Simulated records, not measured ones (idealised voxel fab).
Documented hereafter: the process module known as voxel wiring stack.
This is section cut - it's 250 nm across, gridded in 5 nm square cells.
If you're reading a cross-section in this doc, picture square cells in a grid; it comes to you as bands, top ones listed first down to the bottom, and a band can be one or more rows of cells. In this notation a band is specified by the heights of its top and bottom, in that order and in nm, after which its materials appear from left to right, each paired with its width in nm. The word "edge to edge" attached to a single material means that material fills the band from edge to edge; the word "blank" stands for empty space. Heads up on the height convention: 0 is the point under which the incoming wafer is all one material, and the lowest band has no bottom, it just keeps going down, like "0 -> down". The expression "30 to 40" gives the width at the extremes of the band, the first number at its top row of cells and the second at its bottom row, with the width changing by equal amounts from each row to the next in between. Any step labelled "left unchanged" changed none of the cells in the cross-section. What "Closed cavity list" gives you is every empty space of 8 cells or more that is cut off from the top. Each appears as width x height at distance, with the distance taken from the left edge and width, height and distance all in nm. If you see something after the settings on a step's line, that's the simulator's own remark about that step. The setting "overlay nm" may be written on the line of a step. When the step uses a mask, the value reports how far to the right of the planned place the mask lay, and a negative value reports that it lay to the left.

-- Below is the list of planned process steps
1 RECEIVE, material Si
2 CONFORMAL_DEP, material SiO2, thk nm 10
3 CONFORMAL_DEP, material SiN, thk nm 5
4 DIRECTIONAL_DEP, material SiO2, thk nm 20
5 DIRECTIONAL_DEP, material aC, thk nm 10
6 PATTERN, tone open, mask id METAL_1, material resist, width nm 20, pitch nm 40, thk nm 25, overlay nm 0
7 DIRECTIONAL_ETCH, etch materials aC, depth nm 10
8 STRIP, etch materials resist
9 DIRECTIONAL_ETCH, etch materials SiO2, depth nm 20
10 DIRECTIONAL_ETCH, etch materials SiN, depth nm 5
11 STRIP, etch materials aC
12 CONFORMAL_DEP, material TiN, thk nm 5
13 FILL_DEP, material Cu, thk nm 5
14 CMP, height nm 35
15 CONFORMAL_DEP, material SiCN, thk nm 5
16 DIRECTIONAL_DEP, material lowk, thk nm 30
17 MASKED_ETCH, tone open, mask id METAL_2, width nm 20, pitch nm 40, etch materials lowk, depth nm 20, overlay nm 0
18 PATTERN, tone open, mask id METAL_2_HOLES, material resist, width nm 15, pitch nm 40, thk nm 20, overlay nm 0
19 DIRECTIONAL_ETCH, etch materials lowk, depth nm 10
20 DIRECTIONAL_ETCH, etch materials SiCN, depth nm 5
21 STRIP, etch materials resist
22 CONFORMAL_DEP, material TiN, thk nm 5
23 FILL_DEP, material Cu, thk nm 10
24 CMP, height nm 70
25 CONFORMAL_DEP, material SiCN, thk nm 5
26 DIRECTIONAL_DEP, material lowk, thk nm 10
27 DIRECTIONAL_DEP, material aC, thk nm 15
28 PATTERN, tone open, mask id PLUG_2, material resist, width nm 15, thk nm 35, overlay nm 0
29 DIRECTIONAL_ETCH, etch materials aC, depth nm 15
30 STRIP, etch materials resist
31 DIRECTIONAL_ETCH, etch materials lowk, depth nm 10
32 DIRECTIONAL_ETCH, etch materials SiCN, depth nm 5
33 STRIP, etch materials aC
34 EPI, material Ru, thk nm 10
35 EPI, material Ru, thk nm 5
36 CONFORMAL_DEP, material SiCN, thk nm 5
37 DIRECTIONAL_DEP, material lowk, thk nm 20
38 PATTERN, tone open, mask id METAL_3, material resist, width nm 20, pitch nm 40, thk nm 15, overlay nm 0
39 DIRECTIONAL_ETCH, etch materials lowk, depth nm 20
40 DIRECTIONAL_ETCH, etch materials SiCN, depth nm 5
41 STRIP, etch materials resist
42 CONFORMAL_DEP, material TiN, thk nm 5
43 FILL_DEP, material Cu, thk nm 5
44 CMP, height nm 110
45 EPI, material Ru, thk nm 5
46 FILL_DEP, material SiCN, thk nm 5
47 DIRECTIONAL_DEP, material SiO2, thk nm 10
48 DIRECTIONAL_DEP, material aC, thk nm 10
49 PATTERN, tone open, mask id PLUG_3, material resist, width nm 15, pitch nm 40, thk nm 30, overlay nm 0
50 DIRECTIONAL_ETCH, etch materials aC, depth nm 10
51 STRIP, etch materials resist
52 DIRECTIONAL_ETCH, etch materials SiO2, depth nm 10
53 DIRECTIONAL_ETCH, etch materials SiCN, depth nm 5
54 STRIP, etch materials aC
55 EPI, material Ru, thk nm 10
56 EPI, material Ru, thk nm 5
57 CONFORMAL_DEP, material SiN, thk nm 5
58 DIRECTIONAL_DEP, material SiO2, thk nm 15
59 MASKED_ETCH, tone open, mask id METAL_4, width nm 20, pitch nm 40, etch materials SiO2, depth nm 15, overlay nm 0
60 MASKED_ETCH, tone open, mask id METAL_4, width nm 20, pitch nm 40, etch materials SiN, depth nm 5, overlay nm 0
61 CONFORMAL_DEP, material TiN, thk nm 5
62 FILL_DEP, material W, thk nm 10
63 CMP, height nm 150
64 EPI, material Ru, thk nm 5
65 FILL_DEP, material SiCN, thk nm 5

-- First of two wafers, processed according to plan

-- This is the cross-section of the wafer as we received it, i.e. after step 1
0 -> down: Si edge to edge
Closed cavity list: none

-- After step 2: wafer cross-section
10 -> 0: SiO2 edge to edge
No changes below 0.

-- After step 3: wafer cross-section
15 -> 10: SiN edge to edge
No changes below 10.

-- After step 4: wafer cross-section
35 -> 15: SiO2 edge to edge
No changes below 15.

-- After step 5: wafer cross-section
45 -> 35: aC edge to edge
No changes below 35.

-- After step 6: wafer cross-section
70 -> 45: resist (95) | blank (20) | resist (20) | blank (20) | resist (95)
No changes below 45.

-- After step 7: wafer cross-section
60 -> 45: resist (95) | blank (20) | resist (20) | blank (20) | resist (95)
45 -> 35: aC (95) | blank (20) | aC (20) | blank (20) | aC (95)
No changes below 35.

-- After step 8: wafer cross-section
45 -> 35: aC (95) | blank (20) | aC (20) | blank (20) | aC (95)
No changes below 35.

-- After step 9: wafer cross-section
45 -> 35: aC (95) | blank (20) | aC (20) | blank (20) | aC (95)
35 -> 15: SiO2 (95) | blank (20) | SiO2 (20) | blank (20) | SiO2 (95)
No changes below 15.

-- After step 10: wafer cross-section
45 -> 35: aC (95) | blank (20) | aC (20) | blank (20) | aC (95)
35 -> 15: SiO2 (95) | blank (20) | SiO2 (20) | blank (20) | SiO2 (95)
15 -> 10: SiN (95) | blank (20) | SiN (20) | blank (20) | SiN (95)
No changes below 10.

-- After step 11: wafer cross-section
35 -> 15: SiO2 (95) | blank (20) | SiO2 (20) | blank (20) | SiO2 (95)
No changes below 15.

-- After step 12: wafer cross-section
40 -> 35: TiN (100) | blank (10) | TiN (30) | blank (10) | TiN (100)
35 -> 15: SiO2 (95) | TiN (5) | blank (10) | TiN (5) | SiO2 (20) | TiN (5) | blank (10) | TiN (5) | SiO2 (95)
15 -> 10: SiN (95) | TiN (20) | SiN (20) | TiN (20) | SiN (95)
No changes below 10.

-- After step 13: wafer cross-section
45 -> 40: Cu edge to edge
40 -> 35: TiN (100) | Cu (10) | TiN (30) | Cu (10) | TiN (100)
35 -> 15: SiO2 (95) | TiN (5) | Cu (10) | TiN (5) | SiO2 (20) | TiN (5) | Cu (10) | TiN (5) | SiO2 (95)
No changes below 15.

-- After step 14: wafer cross-section
35 -> 15: SiO2 (95) | TiN (5) | Cu (10) | TiN (5) | SiO2 (20) | TiN (5) | Cu (10) | TiN (5) | SiO2 (95)
No changes below 15.

-- After step 15: wafer cross-section
40 -> 35: SiCN edge to edge
No changes below 35.

-- After step 16: wafer cross-section
70 -> 40: lowk edge to edge
No changes below 40.

-- After step 17: wafer cross-section
70 -> 50: lowk (95) | blank (20) | lowk (20) | blank (20) | lowk (95)
No changes below 50.

-- After step 18: wafer cross-section
90 -> 70: resist (95) | blank (15) | resist (25) | blank (15) | resist (100)
70 -> 50: lowk (95) | blank (15) | resist (5) | lowk (20) | blank (15) | resist (5) | lowk (95)
No changes below 50.

-- After step 19: wafer cross-section
90 -> 70: resist (95) | blank (15) | resist (25) | blank (15) | resist (100)
70 -> 50: lowk (95) | blank (15) | resist (5) | lowk (20) | blank (15) | resist (5) | lowk (95)
50 -> 40: lowk (95) | blank (15) | lowk (25) | blank (15) | lowk (100)
No changes below 40.

-- After step 20: wafer cross-section
90 -> 70: resist (95) | blank (15) | resist (25) | blank (15) | resist (100)
70 -> 50: lowk (95) | blank (15) | resist (5) | lowk (20) | blank (15) | resist (5) | lowk (95)
50 -> 40: lowk (95) | blank (15) | lowk (25) | blank (15) | lowk (100)
40 -> 35: SiCN (95) | blank (15) | SiCN (25) | blank (15) | SiCN (100)
No changes below 35.

-- After step 21: wafer cross-section
70 -> 50: lowk (95) | blank (20) | lowk (20) | blank (20) | lowk (95)
No changes below 50.

-- After step 22: wafer cross-section
75 -> 70: TiN (100) | blank (10) | TiN (30) | blank (10) | TiN (100)
70 -> 55: lowk (95) | TiN (5) | blank (10) | TiN (5) | lowk (20) | TiN (5) | blank (10) | TiN (5) | lowk (95)
55 -> 50: lowk (95) | TiN (5) | blank (5) | TiN (10) | lowk (20) | TiN (5) | blank (5) | TiN (10) | lowk (95)
50 -> 40: lowk (95) | TiN (5) | blank (5) | TiN (5) | lowk (25) | TiN (5) | blank (5) | TiN (5) | lowk (100)
40 -> 35: SiCN (95) | TiN (15) | SiCN (25) | TiN (15) | SiCN (100)
No changes below 35.

-- After step 23: wafer cross-section
85 -> 75: Cu edge to edge
75 -> 70: TiN (100) | Cu (10) | TiN (30) | Cu (10) | TiN (100)
70 -> 55: lowk (95) | TiN (5) | Cu (10) | TiN (5) | lowk (20) | TiN (5) | Cu (10) | TiN (5) | lowk (95)
55 -> 50: lowk (95) | TiN (5) | Cu (5) | TiN (10) | lowk (20) | TiN (5) | Cu (5) | TiN (10) | lowk (95)
50 -> 40: lowk (95) | TiN (5) | Cu (5) | TiN (5) | lowk (25) | TiN (5) | Cu (5) | TiN (5) | lowk (100)
No changes below 40.

-- After step 24: wafer cross-section
70 -> 55: lowk (95) | TiN (5) | Cu (10) | TiN (5) | lowk (20) | TiN (5) | Cu (10) | TiN (5) | lowk (95)
No changes below 55.

-- After step 25: wafer cross-section
75 -> 70: SiCN edge to edge
No changes below 70.

-- After step 26: wafer cross-section
85 -> 75: lowk edge to edge
No changes below 75.

-- After step 27: wafer cross-section
100 -> 85: aC edge to edge
No changes below 85.

-- After step 28: wafer cross-section
135 -> 100: resist (95) | blank (15) | resist (140)
No changes below 100.

-- After step 29: wafer cross-section
120 -> 100: resist (95) | blank (15) | resist (140)
100 -> 85: aC (95) | blank (15) | aC (140)
No changes below 85.

-- After step 30: wafer cross-section
100 -> 85: aC (95) | blank (15) | aC (140)
No changes below 85.

-- After step 31: wafer cross-section
100 -> 85: aC (95) | blank (15) | aC (140)
85 -> 75: lowk (95) | blank (15) | lowk (140)
No changes below 75.

-- After step 32: wafer cross-section
100 -> 85: aC (95) | blank (15) | aC (140)
85 -> 75: lowk (95) | blank (15) | lowk (140)
75 -> 70: SiCN (95) | blank (15) | SiCN (140)
No changes below 70.

-- After step 33: wafer cross-section
85 -> 75: lowk (95) | blank (15) | lowk (140)
No changes below 75.

-- After step 34: wafer cross-section
85 -> 80: lowk (95) | blank (15) | lowk (140)
80 -> 75: lowk (95) | Ru (15) | lowk (140)
75 -> 70: SiCN (95) | Ru (15) | SiCN (140)
No changes below 70.

-- After step 35: wafer cross-section
85 -> 75: lowk (95) | Ru (15) | lowk (140)
No changes below 75.

-- After step 36: wafer cross-section
90 -> 85: SiCN edge to edge
No changes below 85.

-- After step 37: wafer cross-section
110 -> 90: lowk edge to edge
No changes below 90.

-- After step 38: wafer cross-section
125 -> 110: resist (95) | blank (20) | resist (20) | blank (20) | resist (95)
No changes below 110.

-- After step 39: wafer cross-section
125 -> 110: resist (95) | blank (20) | resist (20) | blank (20) | resist (95)
110 -> 90: lowk (95) | blank (20) | lowk (20) | blank (20) | lowk (95)
No changes below 90.

-- After step 40: wafer cross-section
125 -> 110: resist (95) | blank (20) | resist (20) | blank (20) | resist (95)
110 -> 90: lowk (95) | blank (20) | lowk (20) | blank (20) | lowk (95)
90 -> 85: SiCN (95) | blank (20) | SiCN (20) | blank (20) | SiCN (95)
No changes below 85.

-- After step 41: wafer cross-section
110 -> 90: lowk (95) | blank (20) | lowk (20) | blank (20) | lowk (95)
No changes below 90.

-- After step 42: wafer cross-section
115 -> 110: TiN (100) | blank (10) | TiN (30) | blank (10) | TiN (100)
110 -> 90: lowk (95) | TiN (5) | blank (10) | TiN (5) | lowk (20) | TiN (5) | blank (10) | TiN (5) | lowk (95)
90 -> 85: SiCN (95) | TiN (20) | SiCN (20) | TiN (20) | SiCN (95)
No changes below 85.

-- After step 43: wafer cross-section
120 -> 115: Cu edge to edge
115 -> 110: TiN (100) | Cu (10) | TiN (30) | Cu (10) | TiN (100)
110 -> 90: lowk (95) | TiN (5) | Cu (10) | TiN (5) | lowk (20) | TiN (5) | Cu (10) | TiN (5) | lowk (95)
No changes below 90.

-- After step 44: wafer cross-section
110 -> 90: lowk (95) | TiN (5) | Cu (10) | TiN (5) | lowk (20) | TiN (5) | Cu (10) | TiN (5) | lowk (95)
No changes below 90.

-- After step 45: wafer cross-section
115 -> 110: blank (90) | Ru (30) | blank (10) | Ru (30) | blank (90)
No changes below 110.

-- After step 46: wafer cross-section
120 -> 115: SiCN edge to edge
115 -> 110: SiCN (90) | Ru (30) | SiCN (10) | Ru (30) | SiCN (90)
No changes below 110.

-- After step 47: wafer cross-section
130 -> 120: SiO2 edge to edge
No changes below 120.

-- After step 48: wafer cross-section
140 -> 130: aC edge to edge
No changes below 130.

-- After step 49: wafer cross-section
170 -> 140: resist (95) | blank (15) | resist (25) | blank (15) | resist (100)
No changes below 140.

-- After step 50: wafer cross-section
160 -> 140: resist (95) | blank (15) | resist (25) | blank (15) | resist (100)
140 -> 130: aC (95) | blank (15) | aC (25) | blank (15) | aC (100)
No changes below 130.

-- After step 51: wafer cross-section
140 -> 130: aC (95) | blank (15) | aC (25) | blank (15) | aC (100)
No changes below 130.

-- After step 52: wafer cross-section
140 -> 130: aC (95) | blank (15) | aC (25) | blank (15) | aC (100)
130 -> 120: SiO2 (95) | blank (15) | SiO2 (25) | blank (15) | SiO2 (100)
No changes below 120.

-- After step 53: wafer cross-section
140 -> 130: aC (95) | blank (15) | aC (25) | blank (15) | aC (100)
130 -> 120: SiO2 (95) | blank (15) | SiO2 (25) | blank (15) | SiO2 (100)
120 -> 115: SiCN (95) | blank (15) | SiCN (25) | blank (15) | SiCN (100)
No changes below 115.

-- After step 54: wafer cross-section
130 -> 120: SiO2 (95) | blank (15) | SiO2 (25) | blank (15) | SiO2 (100)
No changes below 120.

-- After step 55: wafer cross-section
130 -> 125: SiO2 (95) | blank (15) | SiO2 (25) | blank (15) | SiO2 (100)
125 -> 120: SiO2 (95) | Ru (15) | SiO2 (25) | Ru (15) | SiO2 (100)
120 -> 110: SiCN (95 to 90) | Ru (15 to 30) | SiCN (25 to 10) | Ru (15 to 30) | SiCN (100 to 90)
No changes below 110.

-- After step 56: wafer cross-section
130 -> 120: SiO2 (95) | Ru (15) | SiO2 (25) | Ru (15) | SiO2 (100)
No changes below 120.

-- After step 57: wafer cross-section
135 -> 130: SiN edge to edge
No changes below 130.

-- After step 58: wafer cross-section
150 -> 135: SiO2 edge to edge
No changes below 135.

-- After step 59: wafer cross-section
150 -> 135: SiO2 (95) | blank (20) | SiO2 (20) | blank (20) | SiO2 (95)
No changes below 135.

-- After step 60: wafer cross-section
150 -> 135: SiO2 (95) | blank (20) | SiO2 (20) | blank (20) | SiO2 (95)
135 -> 130: SiN (95) | blank (20) | SiN (20) | blank (20) | SiN (95)
No changes below 130.

-- After step 61: wafer cross-section
155 -> 150: TiN (100) | blank (10) | TiN (30) | blank (10) | TiN (100)
150 -> 135: SiO2 (95) | TiN (5) | blank (10) | TiN (5) | SiO2 (20) | TiN (5) | blank (10) | TiN (5) | SiO2 (95)
135 -> 130: SiN (95) | TiN (20) | SiN (20) | TiN (20) | SiN (95)
No changes below 130.

-- After step 62: wafer cross-section
165 -> 155: W edge to edge
155 -> 150: TiN (100) | W (10) | TiN (30) | W (10) | TiN (100)
150 -> 135: SiO2 (95) | TiN (5) | W (10) | TiN (5) | SiO2 (20) | TiN (5) | W (10) | TiN (5) | SiO2 (95)
No changes below 135.

-- After step 63: wafer cross-section
150 -> 135: SiO2 (95) | TiN (5) | W (10) | TiN (5) | SiO2 (20) | TiN (5) | W (10) | TiN (5) | SiO2 (95)
No changes below 135.

-- After step 64: wafer cross-section
155 -> 150: blank (90) | Ru (30) | blank (10) | Ru (30) | blank (90)
No changes below 150.

-- After step 65: wafer cross-section
160 -> 155: SiCN edge to edge
155 -> 150: SiCN (90) | Ru (30) | SiCN (10) | Ru (30) | SiCN (90)
No changes below 150.

-- Wafer two of the pair: same origin, same plan, one error during the run; identical to wafer one up to and including step 17

-- Second wafer, cut view, end of step 18 per plan
90 -> 70: resist (105) | blank (15) | resist (25) | blank (15) | resist (90)
70 -> 50: lowk (95) | resist (10) | blank (10) | lowk (20) | resist (10) | blank (10) | lowk (95)
No changes below 50.

-- Second wafer, cut view, end of step 19 per plan
90 -> 70: resist (105) | blank (15) | resist (25) | blank (15) | resist (90)
70 -> 60: lowk (95) | resist (10) | blank (15) | lowk (15) | resist (10) | blank (15) | lowk (90)
60 -> 50: lowk (95) | resist (10) | blank (10) | lowk (20) | resist (10) | blank (10) | lowk (95)
50 -> 40: lowk (105) | blank (10) | lowk (30) | blank (10) | lowk (95)
No changes below 40.

-- Second wafer, cut view, end of step 20 per plan
90 -> 70: resist (105) | blank (15) | resist (25) | blank (15) | resist (90)
70 -> 60: lowk (95) | resist (10) | blank (15) | lowk (15) | resist (10) | blank (15) | lowk (90)
60 -> 50: lowk (95) | resist (10) | blank (10) | lowk (20) | resist (10) | blank (10) | lowk (95)
50 -> 40: lowk (105) | blank (10) | lowk (30) | blank (10) | lowk (95)
40 -> 35: SiCN (105) | blank (10) | SiCN (30) | blank (10) | SiCN (95)
No changes below 35.

-- Second wafer, cut view, end of step 21 per plan
70 -> 60: lowk (95) | blank (25) | lowk (15) | blank (25) | lowk (90)
60 -> 50: lowk (95) | blank (20) | lowk (20) | blank (20) | lowk (95)
No changes below 50.

-- Second wafer, cut view, end of step 22 per plan
75 -> 70: TiN (100) | blank (15) | TiN (25) | blank (15) | TiN (95)
70 -> 60: lowk (95) | TiN (5) | blank (15 to 10) | TiN (5 to 10) | lowk (15) | TiN (5) | blank (15 to 10) | TiN (5 to 10) | lowk (90)
60 -> 55: lowk (95) | TiN (5) | blank (10) | TiN (5) | lowk (20) | TiN (5) | blank (10) | TiN (5) | lowk (95)
55 -> 50: lowk (95) | TiN (20) | lowk (20) | TiN (20) | lowk (95)
50 -> 40: lowk (105) | TiN (10) | lowk (30) | TiN (10) | lowk (95)
40 -> 35: SiCN (105) | TiN (10) | SiCN (30) | TiN (10) | SiCN (95)
No changes below 35.

-- Second wafer, cut view, end of step 23 per plan
85 -> 75: Cu edge to edge
75 -> 70: TiN (100) | Cu (15) | TiN (25) | Cu (15) | TiN (95)
70 -> 60: lowk (95) | TiN (5) | Cu (15 to 10) | TiN (5 to 10) | lowk (15) | TiN (5) | Cu (15 to 10) | TiN (5 to 10) | lowk (90)
60 -> 55: lowk (95) | TiN (5) | Cu (10) | TiN (5) | lowk (20) | TiN (5) | Cu (10) | TiN (5) | lowk (95)
No changes below 55.

-- Second wafer, cut view, end of step 24 per plan
70 -> 60: lowk (95) | TiN (5) | Cu (15 to 10) | TiN (5 to 10) | lowk (15) | TiN (5) | Cu (15 to 10) | TiN (5 to 10) | lowk (90)
No changes below 60.

-- Second wafer, cut view, end of step 25 per plan
75 -> 70: SiCN edge to edge
No changes below 70.

-- Second wafer, cut view, end of step 26 per plan
85 -> 75: lowk edge to edge
No changes below 75.

-- Second wafer, cut view, end of step 27 per plan
100 -> 85: aC edge to edge
No changes below 85.

-- Second wafer, cut view, end of step 28 per plan
135 -> 100: resist (95) | blank (15) | resist (140)
No changes below 100.

-- Second wafer, cut view, end of step 29 per plan
120 -> 100: resist (95) | blank (15) | resist (140)
100 -> 85: aC (95) | blank (15) | aC (140)
No changes below 85.

-- Second wafer, cut view, end of step 30 per plan
100 -> 85: aC (95) | blank (15) | aC (140)
No changes below 85.

-- Second wafer, cut view, end of step 31 per plan
100 -> 85: aC (95) | blank (15) | aC (140)
85 -> 75: lowk (95) | blank (15) | lowk (140)
No changes below 75.

-- Second wafer, cut view, end of step 32 per plan
100 -> 85: aC (95) | blank (15) | aC (140)
85 -> 75: lowk (95) | blank (15) | lowk (140)
75 -> 70: SiCN (95) | blank (15) | SiCN (140)
No changes below 70.

-- Second wafer, cut view, end of step 33 per plan
85 -> 75: lowk (95) | blank (15) | lowk (140)
No changes below 75.

-- Second wafer, cut view, end of step 34 per plan
85 -> 80: lowk (95) | blank (15) | lowk (140)
80 -> 75: lowk (95) | Ru (15) | lowk (140)
75 -> 70: SiCN (95) | Ru (15) | SiCN (140)
No changes below 70.

-- Second wafer, cut view, end of step 35 per plan
85 -> 75: lowk (95) | Ru (15) | lowk (140)
No changes below 75.

-- Second wafer, cut view, end of step 36 per plan
90 -> 85: SiCN edge to edge
No changes below 85.

-- Second wafer, cut view, end of step 37 per plan
110 -> 90: lowk edge to edge
No changes below 90.

-- Second wafer, cut view, end of step 38 per plan
125 -> 110: resist (95) | blank (20) | resist (20) | blank (20) | resist (95)
No changes below 110.

-- Second wafer, cut view, end of step 39 per plan
125 -> 110: resist (95) | blank (20) | resist (20) | blank (20) | resist (95)
110 -> 90: lowk (95) | blank (20) | lowk (20) | blank (20) | lowk (95)
No changes below 90.

-- Second wafer, cut view, end of step 40 per plan
125 -> 110: resist (95) | blank (20) | resist (20) | blank (20) | resist (95)
110 -> 90: lowk (95) | blank (20) | lowk (20) | blank (20) | lowk (95)
90 -> 85: SiCN (95) | blank (20) | SiCN (20) | blank (20) | SiCN (95)
No changes below 85.

-- Second wafer, cut view, end of step 41 per plan
110 -> 90: lowk (95) | blank (20) | lowk (20) | blank (20) | lowk (95)
No changes below 90.

-- Second wafer, cut view, end of step 42 per plan
115 -> 110: TiN (100) | blank (10) | TiN (30) | blank (10) | TiN (100)
110 -> 90: lowk (95) | TiN (5) | blank (10) | TiN (5) | lowk (20) | TiN (5) | blank (10) | TiN (5) | lowk (95)
90 -> 85: SiCN (95) | TiN (20) | SiCN (20) | TiN (20) | SiCN (95)
No changes below 85.

-- Second wafer, cut view, end of step 43 per plan
120 -> 115: Cu edge to edge
115 -> 110: TiN (100) | Cu (10) | TiN (30) | Cu (10) | TiN (100)
110 -> 90: lowk (95) | TiN (5) | Cu (10) | TiN (5) | lowk (20) | TiN (5) | Cu (10) | TiN (5) | lowk (95)
No changes below 90.

-- Second wafer, cut view, end of step 44 per plan
110 -> 90: lowk (95) | TiN (5) | Cu (10) | TiN (5) | lowk (20) | TiN (5) | Cu (10) | TiN (5) | lowk (95)
No changes below 90.

-- Second wafer, cut view, end of step 45 per plan
115 -> 110: blank (90) | Ru (30) | blank (10) | Ru (30) | blank (90)
No changes below 110.

-- Second wafer, cut view, end of step 46 per plan
120 -> 115: SiCN edge to edge
115 -> 110: SiCN (90) | Ru (30) | SiCN (10) | Ru (30) | SiCN (90)
No changes below 110.

-- Second wafer, cut view, end of step 47 per plan
130 -> 120: SiO2 edge to edge
No changes below 120.

-- Second wafer, cut view, end of step 48 per plan
140 -> 130: aC edge to edge
No changes below 130.

-- Second wafer, cut view, end of step 49 per plan
170 -> 140: resist (95) | blank (15) | resist (25) | blank (15) | resist (100)
No changes below 140.

-- Second wafer, cut view, end of step 50 per plan
160 -> 140: resist (95) | blank (15) | resist (25) | blank (15) | resist (100)
140 -> 130: aC (95) | blank (15) | aC (25) | blank (15) | aC (100)
No changes below 130.

-- Second wafer, cut view, end of step 51 per plan
140 -> 130: aC (95) | blank (15) | aC (25) | blank (15) | aC (100)
No changes below 130.

-- Second wafer, cut view, end of step 52 per plan
140 -> 130: aC (95) | blank (15) | aC (25) | blank (15) | aC (100)
130 -> 120: SiO2 (95) | blank (15) | SiO2 (25) | blank (15) | SiO2 (100)
No changes below 120.

-- Second wafer, cut view, end of step 53 per plan
140 -> 130: aC (95) | blank (15) | aC (25) | blank (15) | aC (100)
130 -> 120: SiO2 (95) | blank (15) | SiO2 (25) | blank (15) | SiO2 (100)
120 -> 115: SiCN (95) | blank (15) | SiCN (25) | blank (15) | SiCN (100)
No changes below 115.

-- Second wafer, cut view, end of step 54 per plan
130 -> 120: SiO2 (95) | blank (15) | SiO2 (25) | blank (15) | SiO2 (100)
No changes below 120.

-- Second wafer, cut view, end of step 55 per plan
130 -> 125: SiO2 (95) | blank (15) | SiO2 (25) | blank (15) | SiO2 (100)
125 -> 120: SiO2 (95) | Ru (15) | SiO2 (25) | Ru (15) | SiO2 (100)
120 -> 110: SiCN (95 to 90) | Ru (15 to 30) | SiCN (25 to 10) | Ru (15 to 30) | SiCN (100 to 90)
No changes below 110.

-- Second wafer, cut view, end of step 56 per plan
130 -> 120: SiO2 (95) | Ru (15) | SiO2 (25) | Ru (15) | SiO2 (100)
No changes below 120.

-- Second wafer, cut view, end of step 57 per plan
135 -> 130: SiN edge to edge
No changes below 130.

-- Second wafer, cut view, end of step 58 per plan
150 -> 135: SiO2 edge to edge
No changes below 135.

-- Second wafer, cut view, end of step 59 per plan
150 -> 135: SiO2 (95) | blank (20) | SiO2 (20) | blank (20) | SiO2 (95)
No changes below 135.

-- Second wafer, cut view, end of step 60 per plan
150 -> 135: SiO2 (95) | blank (20) | SiO2 (20) | blank (20) | SiO2 (95)
135 -> 130: SiN (95) | blank (20) | SiN (20) | blank (20) | SiN (95)
No changes below 130.

-- Second wafer, cut view, end of step 61 per plan
155 -> 150: TiN (100) | blank (10) | TiN (30) | blank (10) | TiN (100)
150 -> 135: SiO2 (95) | TiN (5) | blank (10) | TiN (5) | SiO2 (20) | TiN (5) | blank (10) | TiN (5) | SiO2 (95)
135 -> 130: SiN (95) | TiN (20) | SiN (20) | TiN (20) | SiN (95)
No changes below 130.

-- Second wafer, cut view, end of step 62 per plan
165 -> 155: W edge to edge
155 -> 150: TiN (100) | W (10) | TiN (30) | W (10) | TiN (100)
150 -> 135: SiO2 (95) | TiN (5) | W (10) | TiN (5) | SiO2 (20) | TiN (5) | W (10) | TiN (5) | SiO2 (95)
No changes below 135.

-- Second wafer, cut view, end of step 63 per plan
150 -> 135: SiO2 (95) | TiN (5) | W (10) | TiN (5) | SiO2 (20) | TiN (5) | W (10) | TiN (5) | SiO2 (95)
No changes below 135.

-- Second wafer, cut view, end of step 64 per plan
155 -> 150: blank (90) | Ru (30) | blank (10) | Ru (30) | blank (90)
No changes below 150.

-- Second wafer, cut view, end of step 65 per plan
160 -> 155: SiCN edge to edge
155 -> 150: SiCN (90) | Ru (30) | SiCN (10) | Ru (30) | SiCN (90)
No changes below 150.
What broke from the plan during processing? step 18 deviated from plan and actually ran as PATTERN, tone open, mask id METAL_2_HOLES, material resist, width nm 15, pitch nm 40, thk nm 20, overlay nm 10
Final wafer comparison in cells, second versus first, more or fewer per material: Cu: 4 fewer; SiCN: 2 more; TiN: 2 more
